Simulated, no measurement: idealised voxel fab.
Title: Process Module voxel wiring stack
FYI the section here is cut, 240 nm wide, cells are 5 nm squares.
A cross-section in this document is a grid of square cells, and it is written down as bands, the top band listed before the ones below it; a band is made up of one or more rows of cells. Band: top height; bottom height; in nm. Then, left to right: material with width in nm, for each material. "throughout": a single material spanning edge to edge. "air": empty space. Height 0 is the level under which the wafer as received is all one material. The lowest band goes on downwards, as in "0 -> down". Note: "30->40" means the width goes from the first number (top row of the band) to the second number (bottom row) in equal steps per row of cells. "no change", as given for a step, is the statement that not any cell of the cross-section underwent a change during that step. Under "Closed void register" you'll find the enclosed gaps, the ones with no way out to the top, that are 8 cells or bigger; each reads width x height at distance, with distance counted from the left edge, everything in nm. Text after the settings on a step's line: the simulator's own remark on that step. "overlay nm" denotes, for a step that has a mask, the displacement of the mask to the right of its planned place, with negative values corresponding to the left.

**The steps planned for the process are as follows**
1) op RECEIVE | material Si
2) op CONFORMAL_DEP | material SiO2 | thk nm 15
3) op DIRECTIONAL_DEP | material TiN | thk nm 5
4) op DIRECTIONAL_DEP | material Ru | thk nm 25
5) op PATTERN | tone cover | mask id METAL_1 | material resist | width nm 25 | pitch nm 45 | thk nm 20 | overlay nm 0
6) op DIRECTIONAL_ETCH | etch materials Ru | depth nm 25
7) op DIRECTIONAL_ETCH | etch materials TiN | depth nm 5
8) op STRIP | etch materials resist
9) op FILL_DEP | material lowk | thk nm 10
10) op CMP | height nm 45
11) op CONFORMAL_DEP | material SiCN | thk nm 5
12) op DIRECTIONAL_DEP | material lowk | thk nm 25
13) op DIRECTIONAL_DEP | material aC | thk nm 10
14) op PATTERN | tone open | mask id METAL_2_HOLES | material resist | width nm 15 | pitch nm 45 | thk nm 25 | overlay nm 0
15) op DIRECTIONAL_ETCH | etch materials aC | depth nm 10
16) op STRIP | etch materials resist
17) op DIRECTIONAL_ETCH | etch materials lowk | depth nm 25
18) op STRIP | etch materials aC
19) op MASKED_ETCH | tone open | mask id METAL_2 | width nm 25 | pitch nm 45 | etch materials lowk | depth nm 15 | overlay nm 0
20) op MASKED_ETCH | tone open | mask id METAL_2 | width nm 25 | pitch nm 45 | etch materials SiCN | depth nm 5 | overlay nm 0
21) op CONFORMAL_DEP | material TiN | thk nm 5
22) op FILL_DEP | material Cu | thk nm 10
23) op CMP | height nm 75
24) op CONFORMAL_DEP | material SiCN | thk nm 5

**Cross-section: wafer on arrival = after step 1**
0 -> down = Si throughout
Closed void register: none

**Wafer cross-section at end of module: start and plan as shown above, one execution error**
80 -> 75 = SiCN throughout
75 -> 60 = lowk=40 | TiN=5 | Cu=15 | TiN=5 | lowk=20 | TiN=5 | Cu=15 | TiN=5 | lowk=20 | TiN=5 | Cu=15 | TiN=5 | lowk=20 | TiN=5 | Cu=15 | TiN=5 | lowk=40
60 -> 50 = lowk=40 | TiN=5 | Cu=5 | TiN=15->5 | lowk=20->30 | TiN=5 | Cu=5 | TiN=15->5 | lowk=20->30 | TiN=5 | Cu=5 | TiN=15->5 | lowk=20->30 | TiN=5 | Cu=5 | TiN=15->5 | lowk=40->50
50 -> 45 = SiCN=40 | TiN=15 | SiCN=30 | TiN=15 | SiCN=30 | TiN=15 | SiCN=30 | TiN=15 | SiCN=50
45 -> 20 = lowk=40 | Ru=25 | lowk=20 | Ru=25 | lowk=20 | Ru=25 | lowk=20 | Ru=25 | lowk=40
20 -> 15 = lowk=40 | TiN=25 | lowk=20 | TiN=25 | lowk=20 | TiN=25 | lowk=20 | TiN=25 | lowk=40
15 -> 0 = SiO2 throughout
0 -> down = Si throughout
Closed void register: none
The mistake made against the process plan was this: step 19 ran with different settings than intended, the actual operation and settings being op MASKED_ETCH | tone open | mask id METAL_2 | width nm 25 | pitch nm 45 | etch materials lowk | depth nm 20 | overlay nm 0
